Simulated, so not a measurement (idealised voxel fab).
process module | voxel plated lines
cross-section cut | 260 nm wide | cells 5 nm
A cross-section is a grid of square cells, given in bands from the top down. A band is one or more rows of cells.
Each band's line starts with the height of the band's top and of its bottom, in nm. Then come its materials from left to right, each with its width in nm. One material with "throughout" fills the band from edge to edge. "air" is empty space.
Height 0 is the level under which the wafer as received is all one material. The lowest band goes on downwards, as in "0 down".
A width such as "30 to 40" changes by the same amount from each row of cells to the next, from the band's top row to its bottom row.
"no change" after a step means that no cell of the cross-section changed.
closed voids: empty space of 8 cells or more with no open way to the top, each as width x height at its distance from the left edge, in nm
after a step's settings: what the simulator itself notes on the step
overlay nm, on a step with a mask: how far to the right of its planned place the mask lay; to the left if negative
plan
1 op RECEIVE | material Si
2 op CONFORMAL_DEP | material SiN | thk nm 15
3 op DIRECTIONAL_DEP | material TiN | thk nm 5
4 op PATTERN | tone open | mask id LINES | material resist | width nm 15 | pitch nm 30 | thk nm 15 | overlay nm -15
5 op EPI | material Ru | thk nm 10
6 op STRIP | etch materials resist
7 op DIRECTIONAL_ETCH | etch materials TiN | depth nm 5
8 op CONFORMAL_DEP | material SiCN | thk nm 10
varied across the wafers: overlay nm of step 4. The plan shows the first wafer's value. All wafers start alike
first wafer as received, after step 1
  0 down: Si throughout
  closed voids: none
first wafer at the end, after step 8
  40 to 30: air 65 | SiCN 95 | air 100
  30 to 25: air 65 | SiCN 10 | Ru 15 | SiCN 15 | Ru 15 | SiCN 15 | Ru 15 | SiCN 10 | air 100
  25 to 20: SiCN 75 | Ru 15 | SiCN 15 | Ru 15 | SiCN 15 | Ru 15 | SiCN 110
  20 to 15: SiCN 75 | TiN 15 | SiCN 15 | TiN 15 | SiCN 15 | TiN 15 | SiCN 110
  15 to 0: SiN throughout
  0 down: Si throughout
  closed voids: none
last wafer at the end
  40 to 30: air 95 | SiCN 95 | air 70
  30 to 25: air 95 | SiCN 10 | Ru 15 | SiCN 15 | Ru 15 | SiCN 15 | Ru 15 | SiCN 10 | air 70
  25 to 20: SiCN 105 | Ru 15 | SiCN 15 | Ru 15 | SiCN 15 | Ru 15 | SiCN 80
  20 to 15: SiCN 105 | TiN 15 | SiCN 15 | TiN 15 | SiCN 15 | TiN 15 | SiCN 80
  15 to 0: SiN throughout
  0 down: Si throughout
  closed voids: none
each wafer at the end: cells of each material gained (+) or lost (-) since it was received, then its closed voids
overlay nm -15 | +18 Ru | +134 SiCN | +156 SiN | +9 TiN | closed voids: none
overlay nm -10 | +18 Ru | +134 SiCN | +156 SiN | +9 TiN | closed voids: none
overlay nm -5 | +18 Ru | +134 SiCN | +156 SiN | +9 TiN | closed voids: none
overlay nm 0 | +18 Ru | +134 SiCN | +156 SiN | +9 TiN | closed voids: none
overlay nm 5 | +18 Ru | +134 SiCN | +156 SiN | +9 TiN | closed voids: none
overlay nm 10 | +18 Ru | +134 SiCN | +156 SiN | +9 TiN | closed voids: none
overlay nm 15 | +18 Ru | +134 SiCN | +156 SiN | +9 TiN | closed voids: none
